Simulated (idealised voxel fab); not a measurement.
process module | voxel self aligned contacts
cross-section cut | 240 nm wide | cells 5 nm
A cross-section is a grid of square cells, given in bands from the top down. A band is one or more rows of cells.
Each band's line starts with the height of the band's top and of its bottom, in nm. Then come its materials from left to right, each with its width in nm. One material with "throughout" fills the band from edge to edge. "air" is empty space.
Height 0 is the level under which the wafer as received is all one material. The lowest band goes on downwards, as in "0 down".
A width such as "30 to 40" changes by the same amount from each row of cells to the next, from the band's top row to its bottom row.
"no change" after a step means that no cell of the cross-section changed.
closed voids: empty space of 8 cells or more with no open way to the top, each as width x height at its distance from the left edge, in nm
after a step's settings: what the simulator itself notes on the step
overlay nm, on a step with a mask: how far to the right of its planned place the mask lay; to the left if negative
plan
1 op RECEIVE | material Si
2 op CONFORMAL_DEP | material SiO2 | thk nm 5
3 op DIRECTIONAL_DEP | material polySi | thk nm 25
4 op DIRECTIONAL_DEP | material SiN | thk nm 20
5 op DIRECTIONAL_DEP | material aC | thk nm 10
6 op PATTERN | tone cover | mask id GATE | material resist | width nm 35 | pitch nm 75 | thk nm 25 | overlay nm 0
7 op DIRECTIONAL_ETCH | etch materials aC | depth nm 10
8 op STRIP | etch materials resist
9 op DIRECTIONAL_ETCH | etch materials SiN | depth nm 20
10 op DIRECTIONAL_ETCH | etch materials polySi | depth nm 25
11 op STRIP | etch materials aC
12 op CONFORMAL_DEP | material SiN | thk nm 10
13 op DIRECTIONAL_ETCH | etch materials SiN | depth nm 10
14 op FILL_DEP | material SiO2 | thk nm 10
15 op CMP | height nm 55
16 op MASKED_ETCH | tone open | mask id CONTACT | width nm 60 | etch materials SiO2 | depth nm 55 | overlay nm 0
17 op CONFORMAL_DEP | material TiN | thk nm 5
18 op FILL_DEP | material W | thk nm 5
19 op CMP | height nm 55
20 op CONFORMAL_DEP | material SiCN | thk nm 5
as received, after step 1
  0 down: Si throughout
  closed voids: none
a wafer at the end: this start, this plan, one mistake
  60 to 55: SiCN throughout
  55 to 50: SiO2 95 | TiN 20 | W 10 | TiN 20 | SiO2 95
  50 to 30: SiO2 55 | SiN 55 | TiN 5 | W 10 | TiN 5 | SiN 55 | SiO2 55
  30 to 5: SiO2 55 | SiN 10 | polySi 35 | SiN 10 | TiN 5 | W 10 | TiN 5 | SiN 10 | polySi 35 | SiN 10 | SiO2 55
  5 to 0: SiO2 110 | TiN 20 | SiO2 110
  0 down: Si throughout
  closed voids: none
what went wrong: step 16 ran as: op MASKED_ETCH | tone open | mask id CONTACT | width nm 50 | etch materials SiO2 | depth nm 55 | overlay nm 0
